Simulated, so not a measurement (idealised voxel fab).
The process module that follows is named voxel capacitor over wiring.
Each square cell in cross-section cut measures 5 nm, and the section as a whole is 230 nm wide.
Throughout this document, each cross-section is represented as a grid of square cells and is presented as a sequence of bands enumerated from the top downward, where a band comprises one or more rows of cells. What a band's entry tells you: where the top is and where the bottom is, as heights in nm, and after that what lies inside, material by material from left to right, each with its width in nm. Empty space is written as the word "empty", and a single material marked with the word "full width" occupies the band from edge to edge. Counting heights begins at 0, where everything beneath is, in the wafer as received, one material. The lowest band has no bottom; it goes on downwards, as "0 and below" shows. The expression "30..40" gives the width at the extremes of the band, the first number at its top row of cells and the second at its bottom row, with the width changing by equal amounts from each row to the next in between. It should be understood that the words "remained the same", when stated for a given step, signify that the cross-section underwent no change in any of its cells during that step. Enclosed empty spaces: empty space of 8 cells or more with no open way to the top, each as width x height at its distance from the left edge, in nm. Note: text after step settings on the step line = simulator remark on that step. overlay nm: how far to the right of its planned place the mask lay on this masked step (negative: to the left).

[This section lists the process steps that were planned]
step 1: RECEIVE | material Si
step 2: CONFORMAL_DEP | material SiO2 | thk nm 15
step 3: CONFORMAL_DEP | material SiCN | thk nm 5
step 4: DIRECTIONAL_DEP | material lowk | thk nm 15
step 5: PATTERN | tone open | mask id METAL_1 | material resist | width nm 25 | pitch nm 75 | thk nm 15 | overlay nm 0
step 6: DIRECTIONAL_ETCH | etch materials lowk | depth nm 15
step 7: DIRECTIONAL_ETCH | etch materials SiCN | depth nm 5
step 8: STRIP | etch materials resist
step 9: CONFORMAL_DEP | material TiN | thk nm 5
step 10: FILL_DEP | material Ru | thk nm 5
step 11: CMP | height nm 35
step 12: EPI | material Ru | thk nm 5
step 13: FILL_DEP | material SiCN | thk nm 5
step 14: DIRECTIONAL_DEP | material SiO2 | thk nm 20
step 15: DIRECTIONAL_DEP | material aC | thk nm 10
step 16: PATTERN | tone open | mask id PLUG_1 | material resist | width nm 15 | thk nm 30 | overlay nm 0
step 17: DIRECTIONAL_ETCH | etch materials aC | depth nm 10
step 18: STRIP | etch materials resist
step 19: DIRECTIONAL_ETCH | etch materials SiO2 | depth nm 20
step 20: DIRECTIONAL_ETCH | etch materials SiCN | depth nm 5
step 21: STRIP | etch materials aC
step 22: CONFORMAL_DEP | material TiN | thk nm 5
step 23: FILL_DEP | material W | thk nm 10
step 24: CMP | height nm 65
step 25: DIRECTIONAL_DEP | material TiN | thk nm 5
step 26: DIRECTIONAL_DEP | material HfO2 | thk nm 5
step 27: DIRECTIONAL_DEP | material TiN | thk nm 5
step 28: MASKED_ETCH | tone cover | mask id UPPER_PLATE | width nm 55 | etch materials TiN | depth nm 5 | overlay nm 0
step 29: MASKED_ETCH | tone cover | mask id UPPER_PLATE | width nm 55 | etch materials HfO2 | depth nm 5 | overlay nm 0
step 30: MASKED_ETCH | tone cover | mask id LOWER_PLATE | width nm 65 | etch materials TiN | depth nm 5 | overlay nm 0
step 31: FILL_DEP | material SiO2 | thk nm 15
step 32: CMP | height nm 90
step 33: MASKED_ETCH | tone open | mask id PLUG_2 | width nm 15 | etch materials SiO2 | depth nm 10 | overlay nm 0
step 34: CONFORMAL_DEP | material TiN | thk nm 5
step 35: FILL_DEP | material Cu | thk nm 5
step 36: CMP | height nm 90
step 37: CONFORMAL_DEP | material SiN | thk nm 5

[Received-state cross-section, reflecting completion of step 1]
	0 and below = Si full width
	Enclosed empty spaces: none

[Cross-section, first of two wafers, end of module, run as planned]
	95 down to 90 = SiN full width
	90 down to 85 = SiO2 (85), then TiN (5), then Cu (5), then TiN (5), then SiO2 (130)
	85 down to 75 = SiO2 (85..75), then TiN (15..55), then SiO2 (130..100)
	75 down to 70 = SiO2 (75), then HfO2 (55), then SiO2 (100)
	70 down to 65 = SiO2 (70), then TiN (65), then SiO2 (95)
	65 down to 45 = SiO2 (75), then TiN (5), then W (5), then TiN (5), then SiO2 (140)
	45 down to 40 = SiCN (75), then TiN (15), then SiCN (140)
	40 down to 35 = SiCN (60), then Ru (35), then SiCN (40), then Ru (35), then SiCN (60)
	35 down to 20 = lowk (65), then TiN (5), then Ru (15), then TiN (5), then lowk (50), then TiN (5), then Ru (15), then TiN (5), then lowk (65)
	20 down to 15 = SiCN (65), then TiN (25), then SiCN (50), then TiN (25), then SiCN (65)
	15 down to 0 = SiO2 full width
	0 and below = Si full width
	Enclosed empty spaces: none

[Cross-sectional image of the second wafer of the two following completion of the module. Starting state and process plan were the same as for the first wafer; one execution error occurred]
	95 down to 90 = SiCN full width
	90 down to 85 = SiO2 (85), then TiN (5), then Cu (5), then TiN (5), then SiO2 (130)
	85 down to 75 = SiO2 (85..75), then TiN (15..55), then SiO2 (130..100)
	75 down to 70 = SiO2 (75), then HfO2 (55), then SiO2 (100)
	70 down to 65 = SiO2 (70), then TiN (65), then SiO2 (95)
	65 down to 45 = SiO2 (75), then TiN (5), then W (5), then TiN (5), then SiO2 (140)
	45 down to 40 = SiCN (75), then TiN (15), then SiCN (140)
	40 down to 35 = SiCN (60), then Ru (35), then SiCN (40), then Ru (35), then SiCN (60)
	35 down to 20 = lowk (65), then TiN (5), then Ru (15), then TiN (5), then lowk (50), then TiN (5), then Ru (15), then TiN (5), then lowk (65)
	20 down to 15 = SiCN (65), then TiN (25), then SiCN (50), then TiN (25), then SiCN (65)
	15 down to 0 = SiO2 full width
	0 and below = Si full width
	Enclosed empty spaces: none
Deviation noted in wafer processing: step 37 did not use the planned setting and instead ran as CONFORMAL_DEP | material SiCN | thk nm 5
It is noted that, at the conclusion of processing, the second wafer exhibits a higher or lower cell count for certain materials relative to the first: 46 more of SiCN | 46 fewer of SiN
